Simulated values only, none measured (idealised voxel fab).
process module | voxel local oxidation
The figure presents cross-section cut, which has a width of 215 nm and is divided into square cells with an edge length of 5 nm.
Cross-section format: a grid of square cells, given as bands from top to bottom; each band is one or more rows of cells. This entry defines a band. It first specifies the height of the band's top and the height of its bottom in nm, and then specifies the band's materials from left to right, stating each material with its width in nm. The word "full width" identifies a single material that fills the band from edge to edge, while the word "air" identifies empty space. Heights are measured from 0, the level below which the as-received wafer is all one material; the lowest band has no bottom and continues downward, written as in "from 0 down". Width: "30..40" (first number = top row, second number = bottom row, same change from row to row of cells). What does "nothing got changed" mean for a step? It means no cell of the cross-section changed in that step. The list in "Voids lacking openings" covers empty spaces of 8 cells or more that cannot reach the top through any open way, and it gives each as width x height at distance; the distance is from the left edge, and width, height and distance are in nm. On a step's line, text after the settings is the simulator commenting on that step. overlay nm: step with mask; distance mask lay right of planned place; negative value = left of planned place.
This section lists the process steps that were planned
step 1: RECEIVE, material Si
step 2: CONFORMAL_DEP, material SiO2, thk nm 5
step 3: CONFORMAL_DEP, material SiN, thk nm 10
step 4: MASKED_ETCH, tone cover, mask id ACTIVE, width nm 90, etch materials SiN, depth nm 10, overlay nm 0
step 5: SELECTIVE_ETCH, etch materials SiO2, depth nm 5
step 6: OXIDIZE, depth nm 10
step 7: STRIP, etch materials SiN
First of two wafers, processed according to plan
Cross-section of the wafer at receipt, which is the condition after step 1
  from 0 down: Si full width
  Voids lacking openings: none
Cross-section: wafer state after step 2
  from 5 to 0: SiO2 full width
  Whatever lies below 0 is exactly as it was before.
Cross-section: wafer state after step 3
  from 15 to 5: SiN full width
  Whatever lies below 5 is exactly as it was before.
Cross-section: wafer state after step 4
  from 15 to 5: air=60, then SiN=90, then air=65
  Whatever lies below 5 is exactly as it was before.
Cross-section: wafer state after step 5
  from 15 to 5: air=60, then SiN=90, then air=65
  from 5 to 0: air=65, then SiO2=80, then air=70
  Whatever lies below 0 is exactly as it was before.
Cross-section: wafer state after step 6
  from 15 to 5: air=60, then SiN=90, then air=65
  from 5 to 0: air=65, then SiO2=80, then air=70
  from 0 to -10: SiO2=75, then Si=60, then SiO2=80
  Whatever lies below -10 is exactly as it was before.
Cross-section: wafer state after step 7
  from 5 to 0: air=65, then SiO2=80, then air=70
  Whatever lies below 0 is exactly as it was before.
Here the second wafer is described. Its start and its plan were those of the first wafer. Its run contained one mistake. Up to and including step 3, it did exactly what the first wafer did
Second wafer, cut view, end of step 4 per plan
  from 15 to 5: SiN=60, then air=90, then SiN=65
  Whatever lies below 5 is exactly as it was before.
Second wafer, cut view, end of step 5 per plan
  from 15 to 5: SiN=60, then air=90, then SiN=65
  from 5 to 0: SiO2=55, then air=100, then SiO2=60
  Whatever lies below 0 is exactly as it was before.
Second wafer, cut view, end of step 6 per plan
  from 15 to 5: SiN=60, then air=90, then SiN=65
  from 5 to 0: SiO2=55, then air=100, then SiO2=60
  from 0 to -10: Si=45, then SiO2=120, then Si=50
  Whatever lies below -10 is exactly as it was before.
Second wafer, cut view, end of step 7 per plan
  from 5 to 0: SiO2=55, then air=100, then SiO2=60
  Whatever lies below 0 is exactly as it was before.
Where did the run depart from the plan? off-plan run, step 4, actual operation and settings MASKED_ETCH, tone open, mask id ACTIVE, width nm 90, etch materials SiN, depth nm 10, overlay nm 0
Final difference in cells, second wafer against first, listed per material as more or fewer: Si +14 | SiO2 -7
